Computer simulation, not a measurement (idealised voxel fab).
This is a process module. Its name is voxel self aligned contacts.
Displayed cross-section: cut, width of 300 nm, square cells sized 5 nm.
When this document writes out a cross-section, it uses a grid of square cells and lists it as bands, beginning at the top and moving down, with a band standing for one or more rows of cells. Within each band entry, the heights of the top and of the bottom of the band appear first, in that order and in nm; the materials of the band then follow from left to right, each with its corresponding width in nm. The designation "edge to edge" on a single material indicates that it fills the band from edge to edge; the designation "empty" indicates empty space. Height is counted from the level 0, under which the received wafer is composed throughout of one material. The lowest of the bands is not closed at the bottom but continues downward, in the notation "0 -> down". Think of "30 to 40" as a width that walks from the first number to the second as you go down the band, top row to bottom row, taking equal-sized steps from row to row. For the purposes of this document, the phrase "no change" attached to a step denotes that no cell within the cross-section was modified by that step. Empty spaces counting at least 8 cells and having no open way to the top are listed in "Sealed cavities". The notation width x height at distance is used for each, the distance being from the left edge and all three values in nm. Post-settings text on a step line: simulator's own remark regarding the step. "overlay nm" on a masked step: distance the mask lay right of its planned place, negative for left.
Steps planned for the process:
step 1: RECEIVE | material Si
step 2: OXIDIZE | depth nm 5
step 3: DIRECTIONAL_DEP | material polySi | thk nm 30
step 4: DIRECTIONAL_DEP | material SiN | thk nm 20
step 5: DIRECTIONAL_DEP | material aC | thk nm 15
step 6: PATTERN | tone cover | mask id GATE | material resist | width nm 35 | pitch nm 80 | thk nm 35 | overlay nm 0
step 7: DIRECTIONAL_ETCH | etch materials aC | depth nm 15
step 8: STRIP | etch materials resist
step 9: DIRECTIONAL_ETCH | etch materials SiN | depth nm 20
step 10: DIRECTIONAL_ETCH | etch materials polySi | depth nm 30
step 11: STRIP | etch materials aC
step 12: CONFORMAL_DEP | material SiN | thk nm 10
step 13: DIRECTIONAL_ETCH | etch materials SiN | depth nm 10
step 14: FILL_DEP | material SiO2 | thk nm 20
step 15: CMP | height nm 60
step 16: PATTERN | tone open | mask id CONTACT | material resist | width nm 65 | thk nm 15 | overlay nm 0
step 17: DIRECTIONAL_ETCH | etch materials SiO2 | depth nm 65
step 18: STRIP | etch materials resist
step 19: CONFORMAL_DEP | material TiN | thk nm 5
step 20: FILL_DEP | material W | thk nm 5
step 21: CMP | height nm 60
step 22: CONFORMAL_DEP | material SiN | thk nm 5
First out of two wafers; run went to plan:
Wafer at receipt (post step 1), cross-section:
* 0 -> down  Si edge to edge
* Sealed cavities: none
The wafer in cross-section once step 2 is complete:
* 0 -> -5  SiO2 edge to edge
* Everything below -5 is unchanged.
The wafer in cross-section once step 3 is complete:
* 30 -> 0  polySi edge to edge
* Everything below 0 is unchanged.
The wafer in cross-section once step 4 is complete:
* 50 -> 30  SiN edge to edge
* Everything below 30 is unchanged.
The wafer in cross-section once step 5 is complete:
* 65 -> 50  aC edge to edge
* Everything below 50 is unchanged.
The wafer in cross-section once step 6 is complete:
* 100 -> 65  empty 90, resist 35, empty 45, resist 35, empty 95
* Everything below 65 is unchanged.
The wafer in cross-section once step 7 is complete:
* 85 -> 65  empty 90, resist 35, empty 45, resist 35, empty 95
* 65 -> 50  empty 90, aC 35, empty 45, aC 35, empty 95
* Everything below 50 is unchanged.
The wafer in cross-section once step 8 is complete:
* 65 -> 50  empty 90, aC 35, empty 45, aC 35, empty 95
* Everything below 50 is unchanged.
The wafer in cross-section once step 9 is complete:
* 65 -> 50  empty 90, aC 35, empty 45, aC 35, empty 95
* 50 -> 30  empty 90, SiN 35, empty 45, SiN 35, empty 95
* Everything below 30 is unchanged.
The wafer in cross-section once step 10 is complete:
* 65 -> 50  empty 90, aC 35, empty 45, aC 35, empty 95
* 50 -> 30  empty 90, SiN 35, empty 45, SiN 35, empty 95
* 30 -> 0  empty 90, polySi 35, empty 45, polySi 35, empty 95
* Everything below 0 is unchanged.
The wafer in cross-section once step 11 is complete:
* 50 -> 30  empty 90, SiN 35, empty 45, SiN 35, empty 95
* Everything below 30 is unchanged.
The wafer in cross-section once step 12 is complete:
* 60 -> 30  empty 80, SiN 55, empty 25, SiN 55, empty 85
* 30 -> 10  empty 80, SiN 10, polySi 35, SiN 10, empty 25, SiN 10, polySi 35, SiN 10, empty 85
* 10 -> 0  SiN 90, polySi 35, SiN 45, polySi 35, SiN 95
* Everything below 0 is unchanged.
The wafer in cross-section once step 13 is complete:
* 50 -> 30  empty 80, SiN 55, empty 25, SiN 55, empty 85
* 30 -> 0  empty 80, SiN 10, polySi 35, SiN 10, empty 25, SiN 10, polySi 35, SiN 10, empty 85
* Everything below 0 is unchanged.
The wafer in cross-section once step 14 is complete:
* 70 -> 50  SiO2 edge to edge
* 50 -> 30  SiO2 80, SiN 55, SiO2 25, SiN 55, SiO2 85
* 30 -> 0  SiO2 80, SiN 10, polySi 35, SiN 10, SiO2 25, SiN 10, polySi 35, SiN 10, SiO2 85
* Everything below 0 is unchanged.
The wafer in cross-section once step 15 is complete:
* 60 -> 50  SiO2 edge to edge
* Everything below 50 is unchanged.
The wafer in cross-section once step 16 is complete:
* 75 -> 60  resist 115, empty 65, resist 120
* Everything below 60 is unchanged.
The wafer in cross-section once step 17 is complete:
* 75 -> 60  resist 115, empty 65, resist 120
* 60 -> 50  SiO2 115, empty 65, SiO2 120
* 50 -> 30  SiO2 80, SiN 55, empty 25, SiN 55, SiO2 85
* 30 -> 0  SiO2 80, SiN 10, polySi 35, SiN 10, empty 25, SiN 10, polySi 35, SiN 10, SiO2 85
* 0 -> -5  SiO2 135, empty 25, SiO2 140
* Everything below -5 is unchanged.
The wafer in cross-section once step 18 is complete:
* 60 -> 50  SiO2 115, empty 65, SiO2 120
* Everything below 50 is unchanged.
The wafer in cross-section once step 19 is complete:
* 65 -> 60  TiN 120, empty 55, TiN 125
* 60 -> 50  SiO2 115, TiN 5 to 25, empty 55 to 15, TiN 5 to 25, SiO2 120
* 50 -> 30  SiO2 80, SiN 55, TiN 5, empty 15, TiN 5, SiN 55, SiO2 85
* 30 -> 0  SiO2 80, SiN 10, polySi 35, SiN 10, TiN 5, empty 15, TiN 5, SiN 10, polySi 35, SiN 10, SiO2 85
* 0 -> -5  SiO2 135, TiN 25, SiO2 140
* Everything below -5 is unchanged.
The wafer in cross-section once step 20 is complete:
* 70 -> 65  W edge to edge
* 65 -> 60  TiN 120, W 55, TiN 125
* 60 -> 50  SiO2 115, TiN 5 to 25, W 55 to 15, TiN 5 to 25, SiO2 120
* 50 -> 30  SiO2 80, SiN 55, TiN 5, W 15, TiN 5, SiN 55, SiO2 85
* 30 -> 0  SiO2 80, SiN 10, polySi 35, SiN 10, TiN 5, W 15, TiN 5, SiN 10, polySi 35, SiN 10, SiO2 85
* Everything below 0 is unchanged.
The wafer in cross-section once step 21 is complete:
* 60 -> 50  SiO2 115, TiN 5 to 25, W 55 to 15, TiN 5 to 25, SiO2 120
* Everything below 50 is unchanged.
The wafer in cross-section once step 22 is complete:
* 65 -> 60  SiN edge to edge
* Everything below 60 is unchanged.
For the second wafer, take the first wafer's start and plan, then add one mistake made in running it; everything through step 1, that step included, is shared with the first:
The second wafer in cross-section, at the planned close of step 2: no change
The second wafer in cross-section, at the planned close of step 3:
* 30 -> 0  polySi edge to edge
* Everything below 0 is unchanged.
The second wafer in cross-section, at the planned close of step 4:
* 50 -> 30  SiN edge to edge
* Everything below 30 is unchanged.
The second wafer in cross-section, at the planned close of step 5:
* 65 -> 50  aC edge to edge
* Everything below 50 is unchanged.
The second wafer in cross-section, at the planned close of step 6:
* 100 -> 65  empty 90, resist 35, empty 45, resist 35, empty 95
* Everything below 65 is unchanged.
The second wafer in cross-section, at the planned close of step 7:
* 85 -> 65  empty 90, resist 35, empty 45, resist 35, empty 95
* 65 -> 50  empty 90, aC 35, empty 45, aC 35, empty 95
* Everything below 50 is unchanged.
The second wafer in cross-section, at the planned close of step 8:
* 65 -> 50  empty 90, aC 35, empty 45, aC 35, empty 95
* Everything below 50 is unchanged.
The second wafer in cross-section, at the planned close of step 9:
* 65 -> 50  empty 90, aC 35, empty 45, aC 35, empty 95
* 50 -> 30  empty 90, SiN 35, empty 45, SiN 35, empty 95
* Everything below 30 is unchanged.
The second wafer in cross-section, at the planned close of step 10:
* 65 -> 50  empty 90, aC 35, empty 45, aC 35, empty 95
* 50 -> 30  empty 90, SiN 35, empty 45, SiN 35, empty 95
* 30 -> 0  empty 90, polySi 35, empty 45, polySi 35, empty 95
* Everything below 0 is unchanged.
The second wafer in cross-section, at the planned close of step 11:
* 50 -> 30  empty 90, SiN 35, empty 45, SiN 35, empty 95
* Everything below 30 is unchanged.
The second wafer in cross-section, at the planned close of step 12:
* 60 -> 30  empty 80, SiN 55, empty 25, SiN 55, empty 85
* 30 -> 10  empty 80, SiN 10, polySi 35, SiN 10, empty 25, SiN 10, polySi 35, SiN 10, empty 85
* 10 -> 0  SiN 90, polySi 35, SiN 45, polySi 35, SiN 95
* Everything below 0 is unchanged.
The second wafer in cross-section, at the planned close of step 13:
* 50 -> 30  empty 80, SiN 55, empty 25, SiN 55, empty 85
* 30 -> 0  empty 80, SiN 10, polySi 35, SiN 10, empty 25, SiN 10, polySi 35, SiN 10, empty 85
* Everything below 0 is unchanged.
The second wafer in cross-section, at the planned close of step 14:
* 70 -> 50  SiO2 edge to edge
* 50 -> 30  SiO2 80, SiN 55, SiO2 25, SiN 55, SiO2 85
* 30 -> 0  SiO2 80, SiN 10, polySi 35, SiN 10, SiO2 25, SiN 10, polySi 35, SiN 10, SiO2 85
* Everything below 0 is unchanged.
The second wafer in cross-section, at the planned close of step 15:
* 60 -> 50  SiO2 edge to edge
* Everything below 50 is unchanged.
The second wafer in cross-section, at the planned close of step 16:
* 75 -> 60  resist 115, empty 65, resist 120
* Everything below 60 is unchanged.
The second wafer in cross-section, at the planned close of step 17:
* 75 -> 60  resist 115, empty 65, resist 120
* 60 -> 50  SiO2 115, empty 65, SiO2 120
* 50 -> 30  SiO2 80, SiN 55, empty 25, SiN 55, SiO2 85
* 30 -> 0  SiO2 80, SiN 10, polySi 35, SiN 10, empty 25, SiN 10, polySi 35, SiN 10, SiO2 85
* Everything below 0 is unchanged.
The second wafer in cross-section, at the planned close of step 18:
* 60 -> 50  SiO2 115, empty 65, SiO2 120
* Everything below 50 is unchanged.
The second wafer in cross-section, at the planned close of step 19:
* 65 -> 60  TiN 120, empty 55, TiN 125
* 60 -> 50  SiO2 115, TiN 5 to 25, empty 55 to 15, TiN 5 to 25, SiO2 120
* 50 -> 30  SiO2 80, SiN 55, TiN 5, empty 15, TiN 5, SiN 55, SiO2 85
* 30 -> 5  SiO2 80, SiN 10, polySi 35, SiN 10, TiN 5, empty 15, TiN 5, SiN 10, polySi 35, SiN 10, SiO2 85
* 5 -> 0  SiO2 80, SiN 10, polySi 35, SiN 10, TiN 25, SiN 10, polySi 35, SiN 10, SiO2 85
* Everything below 0 is unchanged.
The second wafer in cross-section, at the planned close of step 20:
* 70 -> 65  W edge to edge
* 65 -> 60  TiN 120, W 55, TiN 125
* 60 -> 50  SiO2 115, TiN 5 to 25, W 55 to 15, TiN 5 to 25, SiO2 120
* 50 -> 30  SiO2 80, SiN 55, TiN 5, W 15, TiN 5, SiN 55, SiO2 85
* 30 -> 5  SiO2 80, SiN 10, polySi 35, SiN 10, TiN 5, W 15, TiN 5, SiN 10, polySi 35, SiN 10, SiO2 85
* Everything below 5 is unchanged.
The second wafer in cross-section, at the planned close of step 21:
* 60 -> 50  SiO2 115, TiN 5 to 25, W 55 to 15, TiN 5 to 25, SiO2 120
* Everything below 50 is unchanged.
The second wafer in cross-section, at the planned close of step 22:
* 65 -> 60  SiN edge to edge
* Everything below 60 is unchanged.
Deviation noted in wafer processing: step 2 of the plan: omitted, not performed
Upon completion, the second wafer contains, in terms of cells, a greater or smaller amount of certain materials than the first wafer: Si +60, SiO2 -55, TiN -2, W -3
